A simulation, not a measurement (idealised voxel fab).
process module | voxel transistor to metal
cross-section cut | 260 nm wide | cells 5 nm
A cross-section is a grid of square cells, given in bands from the top down. A band is one or more rows of cells.
Each band's line starts with the height of the band's top and of its bottom, in nm. Then come its materials from left to right, each with its width in nm. One material with "throughout" fills the band from edge to edge. "air" is empty space.
Height 0 is the level under which the wafer as received is all one material. The lowest band goes on downwards, as in "0 down".
A width such as "30 to 40" changes by the same amount from each row of cells to the next, from the band's top row to its bottom row.
"no change" after a step means that no cell of the cross-section changed.
closed voids: empty space of 8 cells or more with no open way to the top, each as width x height at its distance from the left edge, in nm
after a step's settings: what the simulator itself notes on the step
overlay nm, on a step with a mask: how far to the right of its planned place the mask lay; to the left if negative
plan
1 op RECEIVE | material Si
2 op CONFORMAL_DEP | material SiO2 | thk nm 5
3 op CONFORMAL_DEP | material SiN | thk nm 10
4 op DIRECTIONAL_DEP | material aC | thk nm 10
5 op PATTERN | tone cover | mask id ACTIVE | material resist | width nm 100 | pitch nm 130 | thk nm 30 | overlay nm 0
6 op DIRECTIONAL_ETCH | etch materials aC | depth nm 10
7 op STRIP | etch materials resist
8 op DIRECTIONAL_ETCH | etch materials SiN | depth nm 10
9 op DIRECTIONAL_ETCH | etch materials SiO2 | depth nm 5
10 op DIRECTIONAL_ETCH | etch materials Si | depth nm 25
11 op STRIP | etch materials aC
12 op OXIDIZE | depth nm 5
13 op FILL_DEP | material SiO2 | thk nm 5
14 op CMP | height nm 15
15 op SELECTIVE_ETCH | etch materials SiO2 | depth nm 10
16 op STRIP | etch materials SiN
17 op SELECTIVE_ETCH | etch materials SiO2 | depth nm 5
18 op OXIDIZE | depth nm 5
19 op DIRECTIONAL_DEP | material polySi | thk nm 30
20 op DIRECTIONAL_DEP | material SiCN | thk nm 15
21 op PATTERN | tone cover | mask id GATE | material resist | width nm 15 | pitch nm 130 | thk nm 15 | overlay nm 0
22 op DIRECTIONAL_ETCH | etch materials SiCN | depth nm 25
23 op DIRECTIONAL_ETCH | etch materials polySi | depth nm 40
24 op STRIP | etch materials resist
25 op CONFORMAL_DEP | material SiO2 | thk nm 5
26 op DIRECTIONAL_ETCH | etch materials SiO2 | depth nm 5
27 op CONFORMAL_DEP | material SiN | thk nm 10
28 op DIRECTIONAL_ETCH | etch materials SiN | depth nm 10
29 op DIRECTIONAL_ETCH | etch materials SiO2 | depth nm 5
30 op DIRECTIONAL_ETCH | etch materials Si | depth nm 15
31 op EPI | material pSi | thk nm 20
32 op FILL_DEP | material SiO2 | thk nm 10
33 op CMP | height nm 45
34 op DIRECTIONAL_DEP | material SiO2 | thk nm 10
35 op PATTERN | tone open | mask id CONTACT | material resist | width nm 15 | pitch nm 65 | thk nm 15 | overlay nm 0
36 op DIRECTIONAL_ETCH | etch materials SiO2 | depth nm 40
37 op STRIP | etch materials resist
38 op CONFORMAL_DEP | material TiN | thk nm 5
39 op FILL_DEP | material Ru | thk nm 5
40 op CMP | height nm 55
41 op CONFORMAL_DEP | material SiCN | thk nm 5
42 op DIRECTIONAL_DEP | material lowk | thk nm 15
43 op DIRECTIONAL_DEP | material aC | thk nm 15
44 op PATTERN | tone open | mask id METAL_1 | material resist | width nm 15 | pitch nm 65 | thk nm 30 | overlay nm 0
45 op DIRECTIONAL_ETCH | etch materials aC | depth nm 15
46 op STRIP | etch materials resist
47 op DIRECTIONAL_ETCH | etch materials lowk | depth nm 15
48 op DIRECTIONAL_ETCH | etch materials SiCN | depth nm 5
49 op STRIP | etch materials aC
50 op CONFORMAL_DEP | material TiN | thk nm 5
51 op FILL_DEP | material W | thk nm 10
52 op CMP | height nm 75
53 op EPI | material Ru | thk nm 5
54 op FILL_DEP | material SiCN | thk nm 5
varied across the wafers: width nm of step 21. The plan shows the first wafer's value. All wafers start alike
first wafer as received, after step 1
  0 down: Si throughout
  closed voids: none
each wafer at the end: cells of each material gained (+) or lost (-) since it was received, then its closed voids
width nm 15 | +48 Ru | -186 Si | +142 SiCN | +72 SiN | +412 SiO2 | +104 TiN | +12 W | +120 lowk | +124 pSi | +36 polySi | closed voids: none
width nm 20 | +48 Ru | -180 Si | +148 SiCN | +72 SiN | +396 SiO2 | +104 TiN | +12 W | +120 lowk | +116 pSi | +48 polySi | closed voids: none
width nm 25 | +36 Ru | -174 Si | +154 SiCN | +72 SiN | +392 SiO2 | +104 TiN | +12 W | +120 lowk | +108 pSi | +60 polySi | closed voids: none
width nm 30 | +24 Ru | -168 Si | +160 SiCN | +72 SiN | +388 SiO2 | +104 TiN | +12 W | +120 lowk | +100 pSi | +72 polySi | closed voids: none
width nm 35 | +24 Ru | -162 Si | +166 SiCN | +72 SiN | +382 SiO2 | +92 TiN | +12 W | +120 lowk | +94 pSi | +84 polySi | closed voids: none
